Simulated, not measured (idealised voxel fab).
The document below concerns the process module designated voxel spacer lines.
In the cross-section labelled cut, the width is 280 nm and each square cell is 5 nm.
Cross-sections here: square-cell grids, written as top-down lists of bands, a band being one or more rows of cells. It is stipulated that each band's entry specify, in nanometres, the height of the top of the band and then that of its bottom, followed by the materials of the band in left-to-right sequence, each together with its width in nanometres. A single material marked by the word "everywhere" is understood to fill the band from edge to edge; the word "blank" is understood to denote empty space. Heights are measured from 0, the level below which the as-received wafer is all one material; the lowest band has no bottom and continues downward, written as in "0 and below". Top row gets the first number, bottom row gets the second, and each row in between changes by the same step: that is how a band width like "30..40" works. What does "remained unchanged" mean for a step? It means no cell of the cross-section changed in that step. "Enclosed empty spaces" - sealed voids, min. 8 cells, no opening to top; format: width x height at distance (distance from left edge; nm throughout). Note: text after step settings on the step line = simulator remark on that step. A step line may carry the setting "overlay nm", which, for steps involving a mask, states the distance by which the mask lay to the right of its intended position; negative values denote displacement to the left.

The steps planned for the process are as follows
1) RECEIVE with material Si
2) CONFORMAL_DEP with material Al2O3, thk nm 10
3) DIRECTIONAL_DEP with material SiN, thk nm 10
4) DIRECTIONAL_DEP with material aC, thk nm 20
5) PATTERN with tone cover, mask id MANDREL, material resist, width nm 25, pitch nm 70, thk nm 30, overlay nm 0
6) DIRECTIONAL_ETCH with etch materials aC, depth nm 20
7) STRIP with etch materials resist
8) CONFORMAL_DEP with material SiO2, thk nm 10
9) DIRECTIONAL_ETCH with etch materials SiO2, depth nm 10
10) STRIP with etch materials aC
11) DIRECTIONAL_ETCH with etch materials SiN, depth nm 10
12) STRIP with etch materials SiO2

Cross-section of the wafer at receipt, which is the condition after step 1
> 0 and below: Si everywhere
> Enclosed empty spaces: none

Cross-section, first of two wafers, end of module, run as planned
> 20 down to 10: blank (45), then SiN (10), then blank (25), then SiN (10), then blank (25), then SiN (10), then blank (25), then SiN (10), then blank (25), then SiN (10), then blank (25), then SiN (10), then blank (50)
> 10 down to 0: Al2O3 everywhere
> 0 and below: Si everywhere
> Enclosed empty spaces: none

What the second wafer looks like in cross-section once the module is done. Its start and its plan matched the first wafer's exactly; what differed was one mistake in how it was run
> 20 down to 10: blank (45), then SiN (10), then blank (30), then SiN (10), then blank (20), then SiN (10), then blank (30), then SiN (10), then blank (20), then SiN (10), then blank (30), then SiN (10), then blank (45)
> 10 down to 0: Al2O3 everywhere
> 0 and below: Si everywhere
> Enclosed empty spaces: none
The mistake made against the process plan was this: note that step 5 departed from the planned setting and was carried out as PATTERN with tone cover, mask id MANDREL, material resist, width nm 30, pitch nm 70, thk nm 30, overlay nm 0
If you tally the cells, the second wafer ends up with the same amount of every material as the first; it's all just sitting in different places.
